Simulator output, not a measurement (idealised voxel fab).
The process module that follows is named voxel self aligned vias.
It is cross-section cut that appears here, measuring 280 nm in width, its square cells being 5 nm in size.
Just so we're on the same page, the cross-sections are grids of square cells, and they're listed out in bands top to bottom, each band one or more rows deep.
What a band's entry tells you: where the top is and where the bottom is, as heights in nm, and after that what lies inside, material by material from left to right, each with its width in nm. Empty space is written as the word "blank", and a single material marked with the word "all across" occupies the band from edge to edge.
Counting heights begins at 0, where everything beneath is, in the wafer as received, one material. The lowest band has no bottom; it goes on downwards, as "0 nm and below" shows.
Graded width ("30..40"): value in top row of band = first number; value in bottom row = second number; row-to-row change constant.
Take "no modifications" at face value: in the step it is given for, the cross-section changed in none of its cells.
Listed in "Unvented voids": every empty space of 8 or more cells without an open way to the top. Form: width x height at distance, the distance being from the left edge, all in nm.
Step line, after settings: the simulator's comment on this step.
"overlay nm" denotes, for a step that has a mask, the displacement of the mask to the right of its planned place, with negative values corresponding to the left.
The steps planned for the process are as follows:
1. RECEIVE with material Si
2. CONFORMAL_DEP with material SiO2, thk nm 10
3. CONFORMAL_DEP with material SiCN, thk nm 5
4. DIRECTIONAL_DEP with material lowk, thk nm 20
5. DIRECTIONAL_DEP with material aC, thk nm 10
6. PATTERN with tone open, mask id LINES, material resist, width nm 30, pitch nm 65, thk nm 30, overlay nm 0
7. DIRECTIONAL_ETCH with etch materials aC, depth nm 10
8. STRIP with etch materials resist
9. DIRECTIONAL_ETCH with etch materials lowk, depth nm 20
10. STRIP with etch materials aC
11. CONFORMAL_DEP with material TiN, thk nm 5
12. FILL_DEP with material W, thk nm 10
13. CMP with height nm 35
14. SELECTIVE_ETCH with etch materials W Ru TiN, depth nm 5
15. FILL_DEP with material SiN, thk nm 5
16. CMP with height nm 35
17. DIRECTIONAL_DEP with material lowk, thk nm 20
18. PATTERN with tone open, mask id VIAS, material resist, width nm 40, thk nm 20, overlay nm 0
19. DIRECTIONAL_ETCH with etch materials lowk, depth nm 10
20. DIRECTIONAL_ETCH with etch materials SiN, depth nm 5
21. STRIP with etch materials resist
22. CONFORMAL_DEP with material TiN, thk nm 5
23. FILL_DEP with material Cu, thk nm 5
24. CMP with height nm 55
25. CONFORMAL_DEP with material SiN, thk nm 5
Heads up: all these wafers start the same, and what changes between them is the depth nm in step 19. The value you see in the plan is just what the first wafer got.
The first of several wafers in cross-section, exactly as it reached us after step 1:
0 nm and below  Si all across
Unvented voids: none
Row per wafer, end-of-module: cell gain (+)/loss (-) by material since the wafer came in, then closed voids:
depth nm 10; +6 Cu; +56 SiCN; +68 SiN; +112 SiO2; +30 TiN; +16 W; +384 lowk; Unvented voids: none
depth nm 15; +12 Cu; +56 SiCN; +68 SiN; +112 SiO2; +32 TiN; +16 W; +376 lowk; Unvented voids: none
depth nm 20; +22 Cu; +56 SiCN; +62 SiN; +112 SiO2; +36 TiN; +16 W; +368 lowk; Unvented voids: none
depth nm 25; +24 Cu; +56 SiCN; +62 SiN; +112 SiO2; +36 TiN; +16 W; +366 lowk; Unvented voids: none
depth nm 30; +24 Cu; +56 SiCN; +62 SiN; +112 SiO2; +38 TiN; +16 W; +364 lowk; Unvented voids: none
depth nm 35; +24 Cu; +56 SiCN; +62 SiN; +112 SiO2; +40 TiN; +16 W; +362 lowk; Unvented voids: none
